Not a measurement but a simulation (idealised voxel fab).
The document below concerns the process module designated voxel released beams.
Square cell edge 5 nm, section width 290 nm, ID cut.
Cross-section layout: square cells on a grid; listed as bands, top to bottom; a band spans one or more cell rows.
First you get the band's top height and its bottom height, in nm, and then the materials it's made of, left to right, with each width in nm. If you see a single material with "throughout", that one covers the band edge to edge. "blank" is empty space.
Zero point of the height axis is 0; under it, received wafer = one material. Lowest band: continues down indefinitely, "0 down".
You'd read "30 to 40" like this: the band's top row of cells is as wide as the first number, its bottom row is as wide as the second, and going down, every row changes width by the same amount as the row before did.
A step reported as "nothing changed" is a step in which no cell of the cross-section changed.
Entry "Closed voids list" = empty spaces >= 8 cells with no open way to the top; each as width x height at distance, distance from left edge, all nm.
Post-settings text on a step line: simulator's own remark regarding the step.
A step's line can hold "overlay nm"; with a mask on that step, the setting says how far right of the planned place the mask lay, while a negative setting says it lay to the left.

This section lists the process steps that were planned:
| 1 | RECEIVE | material Si |
| 2 | CONFORMAL_DEP | material Al2O3 | thk nm 10 |
| 3 | DIRECTIONAL_DEP | material SiO2 | thk nm 20 |
| 4 | DIRECTIONAL_DEP | material aC | thk nm 10 |
| 5 | PATTERN | tone open | mask id ANCHOR | material resist | width nm 40 | thk nm 30 | overlay nm 0 |
| 6 | DIRECTIONAL_ETCH | etch materials aC | depth nm 10 |
| 7 | STRIP | etch materials resist |
| 8 | DIRECTIONAL_ETCH | etch materials SiO2 | depth nm 20 |
| 9 | STRIP | etch materials aC |
| 10 | CONFORMAL_DEP | material SiN | thk nm 15 |
| 11 | PATTERN | tone cover | mask id BEAM | material resist | width nm 115 | thk nm 15 | overlay nm 0 |
| 12 | DIRECTIONAL_ETCH | etch materials SiN | depth nm 15 |
| 13 | STRIP | etch materials resist |
| 14 | STRIP | etch materials SiO2 |

Cross-section of the wafer at receipt, which is the condition after step 1:
  0 down | Si throughout
  Closed voids list: none

End-of-module cross-section. Starting structure and process plan as above; one mistake made in running it:
  45 to 30 | blank: 85; SiN: 15; blank: 20; SiN: 80; blank: 90
  30 to 25 | blank: 85; SiN: 15; blank: 20; SiN: 15; blank: 155
  25 to 10 | blank: 85; SiN: 50; blank: 155
  10 to 0 | Al2O3 throughout
  0 down | Si throughout
  Closed voids list: none
Run error: step 5 went in with a setting other than planned; the actual run was PATTERN | tone open | mask id ANCHOR | material resist | width nm 50 | thk nm 30 | overlay nm 0
